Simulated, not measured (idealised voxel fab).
Process module, titled voxel double patterning
The width of the displayed cross-section, cut, is 235 nm; its cells are square, with a size of 5 nm.
Cross-section = grid of square cells, listed top down in bands; band = one or more rows. In this notation a band is specified by the heights of its top and bottom, in that order and in nm, after which its materials appear from left to right, each paired with its width in nm. The word "everywhere" attached to a single material means that material fills the band from edge to edge; the word "air" stands for empty space. Basically, 0 is our baseline, since under it the wafer straight out of the box is all one material. The bottom band has no lower end and keeps on going down, so it looks like "0 and below". When a width is written as two numbers, as in "30 to 40", the first number is the width in the top row of cells of the band and the second is the width in its bottom row, and the width changes by the same amount from each row to the next. The designation "remains unaltered", where it is given for a processing step, indicates that no cell of the cross-section was altered in the course of that step. "Catalogued sealed voids" lists enclosed empty spaces (at least 8 cells, no open path upward to the top), each as width x height at distance from the left edge, in nm. Text after the settings on a step's line: the simulator's own remark on that step. A step line may carry the setting "overlay nm", which, for steps involving a mask, states the distance by which the mask lay to the right of its intended position; negative values denote displacement to the left.
-- The planned process steps are enumerated hereunder
1,RECEIVE,material Si
2,CONFORMAL_DEP,material SiO2,thk nm 10
3,DIRECTIONAL_DEP,material W,thk nm 15
4,DIRECTIONAL_DEP,material SiN,thk nm 10
5,DIRECTIONAL_DEP,material aC,thk nm 15
6,PATTERN,tone open,mask id FIRST,material resist,width nm 15,pitch nm 50,thk nm 35,overlay nm 0
7,DIRECTIONAL_ETCH,etch materials aC,depth nm 15
8,STRIP,etch materials resist
9,DIRECTIONAL_ETCH,etch materials SiN,depth nm 10
10,STRIP,etch materials aC
11,PATTERN,tone open,mask id SECOND,material resist,width nm 15,pitch nm 50,thk nm 15,overlay nm 0
12,DIRECTIONAL_ETCH,etch materials SiN,depth nm 10
13,STRIP,etch materials resist
14,DIRECTIONAL_ETCH,etch materials W,depth nm 15
15,STRIP,etch materials SiN
-- As-received state of the wafer in cross-section, equivalent to post-step 1
  0 and below | Si everywhere
  Catalogued sealed voids: none
-- Final wafer profile in cross-section after the module, from the same start and plan as above, with one mistake made during processing
  25 down to 15 | W (60)  air (15)  W (10)  air (15)  W (10)  air (15)  W (10)  air (15)  W (10)  air (15)  W (60)
  15 down to 10 | W everywhere
  10 down to 0 | SiO2 everywhere
  0 and below | Si everywhere
  Catalogued sealed voids: none
Finding, execution versus plan: off-plan run, step 14, actual operation and settings DIRECTIONAL_ETCH,etch materials W,depth nm 10
